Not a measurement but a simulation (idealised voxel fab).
Process module name: voxel lift off
Cross-section cut spans 220 nm and uses square cells 5 nm in size.
This document writes a cross-section as a grid whose cells are square, and gives it as bands, listed from the top down; one or more rows of cells form a band.
Heights first: top, then bottom, in nm. Then materials, left to right, each with a width in nm. "throughout" on a single material: fills the band edge to edge. "blank": empty space.
Zero point of the height axis is 0; under it, received wafer = one material. Lowest band: continues down indefinitely, "0..down".
Width "30..40": first value at the band's top row of cells, second value at its bottom row, equal change from row to row.
What does "no change" mean for a step? It means no cell of the cross-section changed in that step.
"Sealed void listing": sealed empty spaces, 8 cells or more, no open way to top, listed width x height at distance, with distance from the left edge and width, height and distance in nm.
Past the settings on a step's line: simulator remark, on that step.
overlay nm: on a step with a mask, how far right of its planned place the mask lay; negative means left.
PLANNED PROCESS STEPS
1) RECEIVE, material Si
2) CONFORMAL_DEP, material Al2O3, thk nm 10
3) PATTERN, tone open, mask id LINES, material resist, width nm 30, pitch nm 45, thk nm 25, overlay nm 0
4) DIRECTIONAL_DEP, material Ru, thk nm 15
5) STRIP, etch materials resist
6) CONFORMAL_DEP, material SiO2, thk nm 5
CROSS-SECTION OF THE WAFER AS IT CAME TO US, I.E., ALREADY THROUGH STEP 1
    0..down | Si throughout
    Sealed void listing: none
THE CROSS-SECTION SHOWN CORRESPONDS TO THE WAFER AT THE CONCLUSION OF THE MODULE. THE INITIAL STRUCTURE AND THE PROCESS PLAN ARE THOSE PRESENTED ABOVE; HOWEVER, ONE MISTAKE OCCURRED IN EXECUTING THE PLAN
    30..25 | blank (70), then SiO2 (30), then blank (15), then SiO2 (30), then blank (75)
    25..15 | blank (70), then SiO2 (5), then Ru (20), then SiO2 (5), then blank (15), then SiO2 (5), then Ru (20), then SiO2 (5), then blank (75)
    15..10 | SiO2 (75), then Ru (20), then SiO2 (25), then Ru (20), then SiO2 (80)
    10..0 | Al2O3 throughout
    0..down | Si throughout
    Sealed void listing: none
What was the processing mistake? step 3 did not happen as planned, as run it was PATTERN, tone open, mask id LINES, material resist, width nm 20, pitch nm 45, thk nm 25, overlay nm 0
